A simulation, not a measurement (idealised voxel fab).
process module | voxel capacitor over wiring
cross-section cut | 255 nm wide | cells 5 nm
A cross-section is a grid of square cells, given in bands from the top down. A band is one or more rows of cells.
Each band's line starts with the height of the band's top and of its bottom, in nm. Then come its materials from left to right, each with its width in nm. One material with "throughout" fills the band from edge to edge. "air" is empty space.
Height 0 is the level under which the wafer as received is all one material. The lowest band goes on downwards, as in "0 down".
A width such as "30 to 40" changes by the same amount from each row of cells to the next, from the band's top row to its bottom row.
"no change" after a step means that no cell of the cross-section changed.
closed voids: empty space of 8 cells or more with no open way to the top, each as width x height at its distance from the left edge, in nm
after a step's settings: what the simulator itself notes on the step
overlay nm, on a step with a mask: how far to the right of its planned place the mask lay; to the left if negative
plan
1 op RECEIVE | material Si
2 op CONFORMAL_DEP | material SiO2 | thk nm 15
3 op DIRECTIONAL_DEP | material TiN | thk nm 5
4 op DIRECTIONAL_DEP | material Ru | thk nm 15
5 op PATTERN | tone cover | mask id METAL_1 | material resist | width nm 30 | pitch nm 95 | thk nm 15 | overlay nm 0
6 op DIRECTIONAL_ETCH | etch materials Ru | depth nm 15
7 op DIRECTIONAL_ETCH | etch materials TiN | depth nm 5
8 op STRIP | etch materials resist
9 op FILL_DEP | material lowk | thk nm 5
10 op CMP | height nm 35
11 op CONFORMAL_DEP | material SiCN | thk nm 5
12 op DIRECTIONAL_DEP | material SiO2 | thk nm 10
13 op MASKED_ETCH | tone open | mask id PLUG_1 | width nm 15 | etch materials SiO2 | depth nm 10 | overlay nm 0
14 op MASKED_ETCH | tone open | mask id PLUG_1 | width nm 15 | etch materials SiCN | depth nm 5 | overlay nm 0
15 op EPI | material Ru | thk nm 10
16 op EPI | material Ru | thk nm 5
17 op DIRECTIONAL_DEP | material TiN | thk nm 5
18 op DIRECTIONAL_DEP | material HfO2 | thk nm 5
19 op DIRECTIONAL_DEP | material TiN | thk nm 5
20 op DIRECTIONAL_DEP | material aC | thk nm 10
21 op PATTERN | tone cover | mask id UPPER_PLATE | material resist | width nm 70 | thk nm 25 | overlay nm 0
22 op DIRECTIONAL_ETCH | etch materials aC | depth nm 10
23 op STRIP | etch materials resist
24 op DIRECTIONAL_ETCH | etch materials TiN | depth nm 5
25 op DIRECTIONAL_ETCH | etch materials HfO2 | depth nm 5
26 op STRIP | etch materials aC
27 op PATTERN | tone cover | mask id LOWER_PLATE | material resist | width nm 80 | thk nm 15 | overlay nm 0
28 op DIRECTIONAL_ETCH | etch materials TiN | depth nm 5
29 op STRIP | etch materials resist
30 op FILL_DEP | material SiO2 | thk nm 15
31 op CMP | height nm 75
32 op PATTERN | tone open | mask id PLUG_2 | material resist | width nm 15 | thk nm 15 | overlay nm 0
33 op DIRECTIONAL_ETCH | etch materials SiO2 | depth nm 10
34 op STRIP | etch materials resist
35 op CONFORMAL_DEP | material TiN | thk nm 5
36 op FILL_DEP | material Cu | thk nm 10
37 op CMP | height nm 75
38 op CONFORMAL_DEP | material SiCN | thk nm 5
first wafer, as planned
as received, after step 1
  0 down: Si throughout
  closed voids: none
after step 2
  15 to 0: SiO2 throughout
  below 0: unchanged
after step 3
  20 to 15: TiN throughout
  below 15: unchanged
after step 4
  35 to 20: Ru throughout
  below 20: unchanged
after step 5
  50 to 35: air 65 | resist 30 | air 65 | resist 30 | air 65
  below 35: unchanged
after step 6
  50 to 35: air 65 | resist 30 | air 65 | resist 30 | air 65
  35 to 20: air 65 | Ru 30 | air 65 | Ru 30 | air 65
  below 20: unchanged
after step 7
  50 to 35: air 65 | resist 30 | air 65 | resist 30 | air 65
  35 to 20: air 65 | Ru 30 | air 65 | Ru 30 | air 65
  20 to 15: air 65 | TiN 30 | air 65 | TiN 30 | air 65
  below 15: unchanged
after step 8
  35 to 20: air 65 | Ru 30 | air 65 | Ru 30 | air 65
  below 20: unchanged
after step 9
  40 to 35: lowk throughout
  35 to 20: lowk 65 | Ru 30 | lowk 65 | Ru 30 | lowk 65
  20 to 15: lowk 65 | TiN 30 | lowk 65 | TiN 30 | lowk 65
  below 15: unchanged
after step 10
  35 to 20: lowk 65 | Ru 30 | lowk 65 | Ru 30 | lowk 65
  below 20: unchanged
after step 11
  40 to 35: SiCN throughout
  below 35: unchanged
after step 12
  50 to 40: SiO2 throughout
  below 40: unchanged
after step 13
  50 to 40: SiO2 80 | air 15 | SiO2 160
  below 40: unchanged
after step 14
  50 to 40: SiO2 80 | air 15 | SiO2 160
  40 to 35: SiCN 80 | air 15 | SiCN 160
  below 35: unchanged
after step 15
  50 to 45: SiO2 80 | air 15 | SiO2 160
  45 to 40: SiO2 80 | Ru 15 | SiO2 160
  40 to 35: SiCN 80 | Ru 15 | SiCN 160
  below 35: unchanged
after step 16
  50 to 40: SiO2 80 | Ru 15 | SiO2 160
  below 40: unchanged
after step 17
  55 to 50: TiN throughout
  below 50: unchanged
after step 18
  60 to 55: HfO2 throughout
  below 55: unchanged
after step 19
  65 to 60: TiN throughout
  below 60: unchanged
after step 20
  75 to 65: aC throughout
  below 65: unchanged
after step 21
  100 to 75: air 80 | resist 70 | air 105
  below 75: unchanged
after step 22
  90 to 75: air 80 | resist 70 | air 105
  75 to 65: air 80 | aC 70 | air 105
  below 65: unchanged
after step 23
  75 to 65: air 80 | aC 70 | air 105
  below 65: unchanged
after step 24
  75 to 65: air 80 | aC 70 | air 105
  65 to 60: air 80 | TiN 70 | air 105
  below 60: unchanged
after step 25
  75 to 65: air 80 | aC 70 | air 105
  65 to 60: air 80 | TiN 70 | air 105
  60 to 55: air 80 | HfO2 70 | air 105
  below 55: unchanged
after step 26
  65 to 60: air 80 | TiN 70 | air 105
  below 60: unchanged
after step 27
  80 to 65: air 75 | resist 80 | air 100
  65 to 60: air 75 | resist 5 | TiN 70 | resist 5 | air 100
  60 to 55: air 75 | resist 5 | HfO2 70 | resist 5 | air 100
  below 55: unchanged
after step 28
  80 to 65: air 75 | resist 80 | air 100
  65 to 60: air 75 | resist 5 | TiN 70 | resist 5 | air 100
  60 to 55: air 75 | resist 5 | HfO2 70 | resist 5 | air 100
  55 to 50: air 75 | TiN 80 | air 100
  below 50: unchanged
after step 29
  65 to 60: air 80 | TiN 70 | air 105
  60 to 55: air 80 | HfO2 70 | air 105
  below 55: unchanged
after step 30
  80 to 65: SiO2 throughout
  65 to 60: SiO2 80 | TiN 70 | SiO2 105
  60 to 55: SiO2 80 | HfO2 70 | SiO2 105
  55 to 50: SiO2 75 | TiN 80 | SiO2 100
  below 50: unchanged
after step 31
  75 to 65: SiO2 throughout
  below 65: unchanged
after step 32
  90 to 75: resist 90 | air 15 | resist 150
  below 75: unchanged
after step 33
  90 to 75: resist 90 | air 15 | resist 150
  75 to 65: SiO2 90 | air 15 | SiO2 150
  below 65: unchanged
after step 34
  75 to 65: SiO2 90 | air 15 | SiO2 150
  below 65: unchanged
after step 35
  80 to 75: TiN 95 | air 5 | TiN 155
  75 to 70: SiO2 90 | TiN 5 | air 5 | TiN 5 | SiO2 150
  70 to 60: SiO2 90 to 80 | TiN 15 to 70 | SiO2 150 to 105
  below 60: unchanged
after step 36
  90 to 80: Cu throughout
  80 to 75: TiN 95 | Cu 5 | TiN 155
  75 to 70: SiO2 90 | TiN 5 | Cu 5 | TiN 5 | SiO2 150
  below 70: unchanged
after step 37
  75 to 70: SiO2 90 | TiN 5 | Cu 5 | TiN 5 | SiO2 150
  below 70: unchanged
after step 38
  80 to 75: SiCN throughout
  below 75: unchanged
second wafer: like start, like plan, one mistake. Through step 30 it matches the first wafer
when step 31 should have ended
  70 to 65: SiO2 throughout
  below 65: unchanged
when step 32 should have ended
  85 to 70: resist 90 | air 15 | resist 150
  below 70: unchanged
when step 33 should have ended
  85 to 70: resist 90 | air 15 | resist 150
  70 to 65: SiO2 90 | air 15 | SiO2 150
  below 65: unchanged
when step 34 should have ended
  70 to 65: SiO2 90 | air 15 | SiO2 150
  below 65: unchanged
when step 35 should have ended
  75 to 70: TiN 95 | air 5 | TiN 155
  70 to 60: SiO2 90 to 80 | TiN 15 to 70 | SiO2 150 to 105
  below 60: unchanged
when step 36 should have ended
  85 to 75: Cu throughout
  75 to 70: TiN 95 | Cu 5 | TiN 155
  below 70: unchanged
when step 37 should have ended
  75 to 70: TiN 95 | Cu 5 | TiN 155
  below 70: unchanged
when step 38 should have ended
  80 to 75: SiCN throughout
  below 75: unchanged
what went wrong: step 31 ran as: op CMP | height nm 70
at the end the second wafer has, in cells: 48 fewer of SiO2 | 48 more of TiN
